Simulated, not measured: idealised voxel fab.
Process module name: voxel ribs on slabs
We display cut, a cross-section 230 nm in width whose square cells are each 5 nm.
Cross-section, as written here: a square-cell grid given band by band from the top down, where a band holds one or more rows of cells. Quick guide to a band line: top height, bottom height (nm) up front; then every material left to right with its width in nm. Only one material and it's marked "edge to edge"? Then it fills the band edge to edge. And "empty" just means empty space. All heights in this document are referenced to 0, defined as the level beneath which the wafer, as received, consists entirely of one material. The lowest band is not bounded below; it extends indefinitely downward and is written in the form "0 nm and below". Read "30..40" as a graded width: first number on top, second number at the bottom, same change between each pair of neighbouring rows. No cell of the cross-section changed in a step that is given as "no modifications". Heads up: "Sealed void inventory" only lists the empty pockets with no open path to the top that are 8 cells or more, and it writes them as width x height at distance, distance from the left edge, in nm. Step line, after settings: the simulator's comment on this step. For masked steps, "overlay nm" on the step line gives how far right of plan the mask actually lay; a minus sign means it lay to the left.
### Listed below are the process steps as planned
1: RECEIVE with material Si
2: DIRECTIONAL_DEP with material SiO2, thk nm 25
3: DIRECTIONAL_DEP with material SiN, thk nm 20
4: PATTERN with tone cover, mask id RIB, material resist, width nm 20, thk nm 15, overlay nm 0
5: DIRECTIONAL_ETCH with etch materials SiN, depth nm 5
6: STRIP with etch materials resist
7: PATTERN with tone cover, mask id SLAB, material resist, width nm 50, thk nm 20, overlay nm 0
8: DIRECTIONAL_ETCH with etch materials SiN, depth nm 15
9: STRIP with etch materials resist
10: FILL_DEP with material SiO2, thk nm 15
11: CMP with height nm 55
12: DIRECTIONAL_DEP with material W, thk nm 5
13: PATTERN with tone cover, mask id HEATER, material resist, width nm 30, thk nm 20, overlay nm 0
14: DIRECTIONAL_ETCH with etch materials W, depth nm 5
15: STRIP with etch materials resist
16: CONFORMAL_DEP with material SiN, thk nm 10
### Shown in cross-section is the wafer as received, that is, as it stands after step 1
0 nm and below: Si edge to edge
Sealed void inventory: none
### End-of-module cross-section of the first of two wafers, processed as planned
70 nm to 65 nm: empty 90; SiN 50; empty 90
65 nm to 60 nm: SiN edge to edge
60 nm to 55 nm: SiN 100; W 30; SiN 100
55 nm to 45 nm: SiO2 edge to edge
45 nm to 40 nm: SiO2 105; SiN 20; SiO2 105
40 nm to 25 nm: SiO2 90; SiN 50; SiO2 90
25 nm to 0 nm: SiO2 edge to edge
0 nm and below: Si edge to edge
Sealed void inventory: none
### Wafer two, end of module, cross-section. Same start, same plan as wafer one. One mistake in the run
70 nm to 65 nm: empty 90; SiN 50; empty 90
65 nm to 60 nm: SiN edge to edge
60 nm to 55 nm: SiN 100; W 30; SiN 100
55 nm to 45 nm: SiO2 edge to edge
45 nm to 40 nm: SiO2 105; SiN 20; SiO2 105
40 nm to 25 nm: SiO2 90; SiN 50; SiO2 90
25 nm to 0 nm: W edge to edge
0 nm and below: Si edge to edge
Sealed void inventory: none
What was done differently from what was planned? so step 2 ended up running with a different setting than we planned, it ran as DIRECTIONAL_DEP with material W, thk nm 25
Final cells, second wafer relative to first, materials higher or lower: SiO2: 230 fewer, W: 230 more
